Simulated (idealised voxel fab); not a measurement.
Process module in this document: voxel self aligned contacts
Cross-section cut: width 265 nm, square cells of 5 nm.
This document writes a cross-section as a grid whose cells are square, and gives it as bands, listed from the top down; one or more rows of cells form a band.
This entry defines a band. It first specifies the height of the band's top and the height of its bottom in nm, and then specifies the band's materials from left to right, stating each material with its width in nm. The word "full width" identifies a single material that fills the band from edge to edge, while the word "blank" identifies empty space.
Height is counted from the level 0, under which the received wafer is composed throughout of one material. The lowest of the bands is not closed at the bottom but continues downward, in the notation "z 0 and below".
Per-row width for "30 to 40": begins at first number (top row of band), ends at second number (bottom row), increment between rows held constant.
"remained the same" after a step means that no cell of the cross-section changed.
"Sealed void inventory" specifies each empty space that is not open to the top and that occupies no fewer than 8 cells, using the form width x height at distance, the distance measured from the left edge and all three quantities in nm.
That trailing text on a step's line, after the settings, is the simulator's own remark on the step.
The "overlay nm" setting may appear on a step's line; for a step that uses a mask, it gives how far to the right of its planned position the mask lay, and a negative value indicates the left.
PLANNED STEP LIST FOR THE PROCESS
| 1 | RECEIVE [material Si] |
| 2 | CONFORMAL_DEP [material SiO2] [thk nm 5] |
| 3 | DIRECTIONAL_DEP [material polySi] [thk nm 25] |
| 4 | DIRECTIONAL_DEP [material SiN] [thk nm 20] |
| 5 | DIRECTIONAL_DEP [material aC] [thk nm 10] |
| 6 | PATTERN [tone cover] [mask id GATE] [material resist] [width nm 25] [pitch nm 70] [thk nm 30] [overlay nm 0] |
| 7 | DIRECTIONAL_ETCH [etch materials aC] [depth nm 10] |
| 8 | STRIP [etch materials resist] |
| 9 | DIRECTIONAL_ETCH [etch materials SiN] [depth nm 20] |
| 10 | DIRECTIONAL_ETCH [etch materials polySi] [depth nm 25] |
| 11 | STRIP [etch materials aC] |
| 12 | CONFORMAL_DEP [material SiN] [thk nm 10] |
| 13 | DIRECTIONAL_ETCH [etch materials SiN] [depth nm 10] |
| 14 | FILL_DEP [material SiO2] [thk nm 15] |
| 15 | CMP [height nm 55] |
| 16 | DIRECTIONAL_DEP [material aC] [thk nm 15] |
| 17 | PATTERN [tone open] [mask id CONTACT] [material resist] [width nm 55] [thk nm 35] [overlay nm 0] |
| 18 | DIRECTIONAL_ETCH [etch materials aC] [depth nm 15] |
| 19 | STRIP [etch materials resist] |
| 20 | DIRECTIONAL_ETCH [etch materials SiO2] [depth nm 55] |
| 21 | STRIP [etch materials aC] |
| 22 | CONFORMAL_DEP [material TiN] [thk nm 5] |
| 23 | FILL_DEP [material Ru] [thk nm 10] |
| 24 | CMP [height nm 55] |
| 25 | CONFORMAL_DEP [material SiN] [thk nm 5] |
CROSS-SECTION OF THE WAFER AS IT CAME TO US, I.E., ALREADY THROUGH STEP 1
z 0 and below | Si full width
Sealed void inventory: none
CROSS-SECTION, FIRST OF TWO WAFERS, END OF MODULE, RUN AS PLANNED
z 60 to 55 | SiN full width
z 55 to 50 | SiO2 (105) / TiN (20) / Ru (15) / TiN (20) / SiO2 (105)
z 50 to 30 | SiO2 (75) / SiN (45) / TiN (5) / Ru (15) / TiN (5) / SiN (45) / SiO2 (75)
z 30 to 5 | SiO2 (75) / SiN (10) / polySi (25) / SiN (10) / TiN (5) / Ru (15) / TiN (5) / SiN (10) / polySi (25) / SiN (10) / SiO2 (75)
z 5 to 0 | SiO2 (120) / TiN (25) / SiO2 (120)
z 0 and below | Si full width
Sealed void inventory: none
SECOND OF TWO WAFERS, MODULE COMPLETE, SECTIONED: IT SHARES THE FIRST WAFER'S START AND PLAN BUT WAS RUN WITH ONE MISTAKE
z 60 to 55 | SiN full width
z 55 to 50 | SiO2 (110) / TiN (15) / Ru (15) / TiN (20) / SiO2 (105)
z 50 to 30 | SiO2 (75) / SiN (45) / TiN (5) / Ru (15) / TiN (5) / SiN (45) / SiO2 (75)
z 30 to 5 | SiO2 (75) / SiN (10) / polySi (25) / SiN (10) / TiN (5) / Ru (15) / TiN (5) / SiN (10) / polySi (25) / SiN (10) / SiO2 (75)
z 5 to 0 | SiO2 (120) / TiN (25) / SiO2 (120)
z 0 and below | Si full width
Sealed void inventory: none
What went wrong in running the wafer? planned and actual differ for step 17; actual: PATTERN [tone open] [mask id CONTACT] [material resist] [width nm 50] [thk nm 35] [overlay nm 0]
Per the end-of-run cell counts, the second wafer holds more or fewer of some materials than the first: 1 more of SiO2, 1 fewer of TiN
